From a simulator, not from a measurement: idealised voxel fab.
process module | voxel ribs on slabs
Section cut is 195 nm wide and gridded with 5 nm square cells.
When this document writes out a cross-section, it uses a grid of square cells and lists it as bands, beginning at the top and moving down, with a band standing for one or more rows of cells. It is stipulated that each band's entry specify, in nanometres, the height of the top of the band and then that of its bottom, followed by the materials of the band in left-to-right sequence, each together with its width in nanometres. A single material marked by the word "full width" is understood to fill the band from edge to edge; the word "empty" is understood to denote empty space. Counting heights begins at 0, where everything beneath is, in the wafer as received, one material. The lowest band has no bottom; it goes on downwards, as "0..down" shows. So if you see something like "30..40" for the width, read it as the top row of the band sitting at the first number and the bottom row at the second, with every row in between moving by the same amount as the last. Reading "nothing got changed" for a step: not a cell of the cross-section changed in it. "Closed empty spaces": empty spaces of 8 cells or more with no open way to the top, each given as width x height at distance, distance from the left edge, all in nm. Post-settings text on a step line: simulator's own remark regarding the step. Steps that use a mask can have "overlay nm" on their line. It says how far the mask sat to the right of where it was meant to be. Negative means to the left.

# The planned process steps are enumerated hereunder
1: RECEIVE,material Si
2: DIRECTIONAL_DEP,material SiO2,thk nm 20
3: DIRECTIONAL_DEP,material SiN,thk nm 25
4: MASKED_ETCH,tone cover,mask id RIB,width nm 15,etch materials SiN,depth nm 5,overlay nm 0
5: PATTERN,tone cover,mask id SLAB,material resist,width nm 55,thk nm 15,overlay nm 0
6: DIRECTIONAL_ETCH,etch materials SiN,depth nm 20
7: STRIP,etch materials resist
8: FILL_DEP,material SiO2,thk nm 30
9: CMP,height nm 65
10: DIRECTIONAL_DEP,material W,thk nm 10
11: DIRECTIONAL_DEP,material aC,thk nm 10
12: PATTERN,tone cover,mask id HEATER,material resist,width nm 25,thk nm 25,overlay nm 0
13: DIRECTIONAL_ETCH,etch materials aC,depth nm 10
14: STRIP,etch materials resist
15: DIRECTIONAL_ETCH,etch materials W,depth nm 10
16: STRIP,etch materials aC
17: CONFORMAL_DEP,material SiN,thk nm 10

# The first of a set of two wafers, run to plan

# As received (post step 1): cross-section
* 0..down = Si full width
* Closed empty spaces: none

# Step 2 done - wafer cross-section
* 20..0 = SiO2 full width
* Heights below 0 show no change.

# Step 3 done - wafer cross-section
* 45..20 = SiN full width
* Heights below 20 show no change.

# Step 4 done - wafer cross-section
* 45..40 = empty 90; SiN 15; empty 90
* Heights below 40 show no change.

# Step 5 done - wafer cross-section
* 60..45 = empty 70; resist 55; empty 70
* 45..40 = empty 70; resist 20; SiN 15; resist 20; empty 70
* Heights below 40 show no change.

# Step 6 done - wafer cross-section
* 60..45 = empty 70; resist 55; empty 70
* 45..40 = empty 70; resist 20; SiN 15; resist 20; empty 70
* 40..20 = empty 70; SiN 55; empty 70
* Heights below 20 show no change.

# Step 7 done - wafer cross-section
* 45..40 = empty 90; SiN 15; empty 90
* Heights below 40 show no change.

# Step 8 done - wafer cross-section
* 75..45 = SiO2 full width
* 45..40 = SiO2 90; SiN 15; SiO2 90
* 40..20 = SiO2 70; SiN 55; SiO2 70
* Heights below 20 show no change.

# Step 9 done - wafer cross-section
* 65..45 = SiO2 full width
* Heights below 45 show no change.

# Step 10 done - wafer cross-section
* 75..65 = W full width
* Heights below 65 show no change.

# Step 11 done - wafer cross-section
* 85..75 = aC full width
* Heights below 75 show no change.

# Step 12 done - wafer cross-section
* 110..85 = empty 85; resist 25; empty 85
* Heights below 85 show no change.

# Step 13 done - wafer cross-section
* 100..85 = empty 85; resist 25; empty 85
* 85..75 = empty 85; aC 25; empty 85
* Heights below 75 show no change.

# Step 14 done - wafer cross-section
* 85..75 = empty 85; aC 25; empty 85
* Heights below 75 show no change.

# Step 15 done - wafer cross-section
* 85..75 = empty 85; aC 25; empty 85
* 75..65 = empty 85; W 25; empty 85
* Heights below 65 show no change.

# Step 16 done - wafer cross-section
* 75..65 = empty 85; W 25; empty 85
* Heights below 65 show no change.

# Step 17 done - wafer cross-section
* 85..75 = empty 75; SiN 45; empty 75
* 75..65 = SiN 85; W 25; SiN 85
* Heights below 65 show no change.

# The remaining wafer, second of the two, started like the first and was run to the same plan, except that one mistake was made along the way; the two coincide through step 2, inclusive

# Cross-section of the second wafer corresponding to the planned conclusion of step 3
* 35..20 = SiN full width
* Heights below 20 show no change.

# Cross-section of the second wafer corresponding to the planned conclusion of step 4
* 35..30 = empty 90; SiN 15; empty 90
* Heights below 30 show no change.

# Cross-section of the second wafer corresponding to the planned conclusion of step 5
* 50..35 = empty 70; resist 55; empty 70
* 35..30 = empty 70; resist 20; SiN 15; resist 20; empty 70
* Heights below 30 show no change.

# Cross-section of the second wafer corresponding to the planned conclusion of step 6
* 50..35 = empty 70; resist 55; empty 70
* 35..30 = empty 70; resist 20; SiN 15; resist 20; empty 70
* 30..20 = empty 70; SiN 55; empty 70
* Heights below 20 show no change.

# Cross-section of the second wafer corresponding to the planned conclusion of step 7
* 35..30 = empty 90; SiN 15; empty 90
* Heights below 30 show no change.

# Cross-section of the second wafer corresponding to the planned conclusion of step 8
* 65..35 = SiO2 full width
* 35..30 = SiO2 90; SiN 15; SiO2 90
* 30..20 = SiO2 70; SiN 55; SiO2 70
* Heights below 20 show no change.

Cross-section of the second wafer corresponding to the planned conclusion of step 9: nothing got changed

# Cross-section of the second wafer corresponding to the planned conclusion of step 10
* 75..65 = W full width
* Heights below 65 show no change.

# Cross-section of the second wafer corresponding to the planned conclusion of step 11
* 85..75 = aC full width
* Heights below 75 show no change.

# Cross-section of the second wafer corresponding to the planned conclusion of step 12
* 110..85 = empty 85; resist 25; empty 85
* Heights below 85 show no change.

# Cross-section of the second wafer corresponding to the planned conclusion of step 13
* 100..85 = empty 85; resist 25; empty 85
* 85..75 = empty 85; aC 25; empty 85
* Heights below 75 show no change.

# Cross-section of the second wafer corresponding to the planned conclusion of step 14
* 85..75 = empty 85; aC 25; empty 85
* Heights below 75 show no change.

# Cross-section of the second wafer corresponding to the planned conclusion of step 15
* 85..75 = empty 85; aC 25; empty 85
* 75..65 = empty 85; W 25; empty 85
* Heights below 65 show no change.

# Cross-section of the second wafer corresponding to the planned conclusion of step 16
* 75..65 = empty 85; W 25; empty 85
* Heights below 65 show no change.

# Cross-section of the second wafer corresponding to the planned conclusion of step 17
* 85..75 = empty 75; SiN 45; empty 75
* 75..65 = SiN 85; W 25; SiN 85
* Heights below 65 show no change.
what went wrong: step 3 did not use the planned setting and instead ran as DIRECTIONAL_DEP,material SiN,thk nm 15
The closing comparison, in cells, has the second wafer with more or fewer of some materials than the first: SiN -22, SiO2 +22
